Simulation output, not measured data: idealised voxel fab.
Module name: voxel double patterning (process module)
Section cut is 210 nm wide and gridded with 5 nm square cells.
If you're reading a cross-section in this doc, picture square cells in a grid; it comes to you as bands, top ones listed first down to the bottom, and a band can be one or more rows of cells. It is stipulated that each band's entry specify, in nanometres, the height of the top of the band and then that of its bottom, followed by the materials of the band in left-to-right sequence, each together with its width in nanometres. A single material marked by the word "full width" is understood to fill the band from edge to edge; the word "blank" is understood to denote empty space. Heights are expressed relative to 0, this being the level below which the as-received wafer comprises one material exclusively. The lowest band is unbounded in the downward direction and is denoted as in "z 0 and below". Think of "30..40" as a width that walks from the first number to the second as you go down the band, top row to bottom row, taking equal-sized steps from row to row. What does "identical to before" mean for a step? It means no cell of the cross-section changed in that step. Entry "Enclosed void inventory" = empty spaces >= 8 cells with no open way to the top; each as width x height at distance, distance from left edge, all nm. Text after the settings on a step's line: the simulator's own remark on that step. "overlay nm" denotes, for a step that has a mask, the displacement of the mask to the right of its planned place, with negative values corresponding to the left.
[The steps planned for the process are as follows]
1. RECEIVE [material Si]
2. CONFORMAL_DEP [material SiO2] [thk nm 10]
3. DIRECTIONAL_DEP [material polySi] [thk nm 10]
4. DIRECTIONAL_DEP [material SiCN] [thk nm 5]
5. DIRECTIONAL_DEP [material aC] [thk nm 10]
6. PATTERN [tone open] [mask id FIRST] [material resist] [width nm 15] [pitch nm 50] [thk nm 30] [overlay nm 0]
7. DIRECTIONAL_ETCH [etch materials aC] [depth nm 10]
8. STRIP [etch materials resist]
9. DIRECTIONAL_ETCH [etch materials SiCN] [depth nm 5]
10. STRIP [etch materials aC]
11. MASKED_ETCH [tone open] [mask id SECOND] [width nm 15] [pitch nm 50] [etch materials SiCN] [depth nm 5] [overlay nm 0]
12. DIRECTIONAL_ETCH [etch materials polySi] [depth nm 10]
13. STRIP [etch materials SiCN]
[Concerning the first of two wafers, which was run in accordance with the plan]
[Step 1 complete: cross-section of the wafer as received]
z 0 and below = Si full width
Enclosed void inventory: none
[Wafer section view after processing step 2]
z 10 to 0 = SiO2 full width
Nothing below the height 0 has changed.
[Wafer section view after processing step 3]
z 20 to 10 = polySi full width
Nothing below the height 10 has changed.
[Wafer section view after processing step 4]
z 25 to 20 = SiCN full width
Nothing below the height 20 has changed.
[Wafer section view after processing step 5]
z 35 to 25 = aC full width
Nothing below the height 25 has changed.
[Wafer section view after processing step 6]
z 65 to 35 = resist 45, blank 15, resist 35, blank 15, resist 35, blank 15, resist 50
Nothing below the height 35 has changed.
[Wafer section view after processing step 7]
z 55 to 35 = resist 45, blank 15, resist 35, blank 15, resist 35, blank 15, resist 50
z 35 to 25 = aC 45, blank 15, aC 35, blank 15, aC 35, blank 15, aC 50
Nothing below the height 25 has changed.
[Wafer section view after processing step 8]
z 35 to 25 = aC 45, blank 15, aC 35, blank 15, aC 35, blank 15, aC 50
Nothing below the height 25 has changed.
[Wafer section view after processing step 9]
z 35 to 25 = aC 45, blank 15, aC 35, blank 15, aC 35, blank 15, aC 50
z 25 to 20 = SiCN 45, blank 15, SiCN 35, blank 15, SiCN 35, blank 15, SiCN 50
Nothing below the height 20 has changed.
[Wafer section view after processing step 10]
z 25 to 20 = SiCN 45, blank 15, SiCN 35, blank 15, SiCN 35, blank 15, SiCN 50
Nothing below the height 20 has changed.
[Wafer section view after processing step 11]
z 25 to 20 = SiCN 45, blank 15, SiCN 10, blank 15, SiCN 10, blank 15, SiCN 10, blank 15, SiCN 10, blank 15, SiCN 50
Nothing below the height 20 has changed.
[Wafer section view after processing step 12]
z 25 to 20 = SiCN 45, blank 15, SiCN 10, blank 15, SiCN 10, blank 15, SiCN 10, blank 15, SiCN 10, blank 15, SiCN 50
z 20 to 10 = polySi 45, blank 15, polySi 10, blank 15, polySi 10, blank 15, polySi 10, blank 15, polySi 10, blank 15, polySi 50
Nothing below the height 10 has changed.
[Wafer section view after processing step 13]
z 20 to 10 = polySi 45, blank 15, polySi 10, blank 15, polySi 10, blank 15, polySi 10, blank 15, polySi 10, blank 15, polySi 50
Nothing below the height 10 has changed.
[Second wafer. Start and plan as for the first. One mistake made in running. Agrees with the first up to and including step 1]
Cross-section of the second wafer at the time by which step 2 should have been completed according to the plan: identical to before
[Cross-section of the second wafer at the time by which step 3 should have been completed according to the plan]
z 10 to 0 = polySi full width
Nothing below the height 0 has changed.
[Cross-section of the second wafer at the time by which step 4 should have been completed according to the plan]
z 15 to 10 = SiCN full width
Nothing below the height 10 has changed.
[Cross-section of the second wafer at the time by which step 5 should have been completed according to the plan]
z 25 to 15 = aC full width
Nothing below the height 15 has changed.
[Cross-section of the second wafer at the time by which step 6 should have been completed according to the plan]
z 55 to 25 = resist 45, blank 15, resist 35, blank 15, resist 35, blank 15, resist 50
Nothing below the height 25 has changed.
[Cross-section of the second wafer at the time by which step 7 should have been completed according to the plan]
z 45 to 25 = resist 45, blank 15, resist 35, blank 15, resist 35, blank 15, resist 50
z 25 to 15 = aC 45, blank 15, aC 35, blank 15, aC 35, blank 15, aC 50
Nothing below the height 15 has changed.
[Cross-section of the second wafer at the time by which step 8 should have been completed according to the plan]
z 25 to 15 = aC 45, blank 15, aC 35, blank 15, aC 35, blank 15, aC 50
Nothing below the height 15 has changed.
[Cross-section of the second wafer at the time by which step 9 should have been completed according to the plan]
z 25 to 15 = aC 45, blank 15, aC 35, blank 15, aC 35, blank 15, aC 50
z 15 to 10 = SiCN 45, blank 15, SiCN 35, blank 15, SiCN 35, blank 15, SiCN 50
Nothing below the height 10 has changed.
[Cross-section of the second wafer at the time by which step 10 should have been completed according to the plan]
z 15 to 10 = SiCN 45, blank 15, SiCN 35, blank 15, SiCN 35, blank 15, SiCN 50
Nothing below the height 10 has changed.
[Cross-section of the second wafer at the time by which step 11 should have been completed according to the plan]
z 15 to 10 = SiCN 45, blank 15, SiCN 10, blank 15, SiCN 10, blank 15, SiCN 10, blank 15, SiCN 10, blank 15, SiCN 50
Nothing below the height 10 has changed.
[Cross-section of the second wafer at the time by which step 12 should have been completed according to the plan]
z 15 to 10 = SiCN 45, blank 15, SiCN 10, blank 15, SiCN 10, blank 15, SiCN 10, blank 15, SiCN 10, blank 15, SiCN 50
z 10 to 0 = polySi 45, blank 15, polySi 10, blank 15, polySi 10, blank 15, polySi 10, blank 15, polySi 10, blank 15, polySi 50
Nothing below the height 0 has changed.
[Cross-section of the second wafer at the time by which step 13 should have been completed according to the plan]
z 10 to 0 = polySi 45, blank 15, polySi 10, blank 15, polySi 10, blank 15, polySi 10, blank 15, polySi 10, blank 15, polySi 50
Nothing below the height 0 has changed.
Plan not followed: step 2 from the plan never happened, it was just skipped
The second wafer ends with more or fewer cells of some materials than the first, per final count: 84 fewer of SiO2
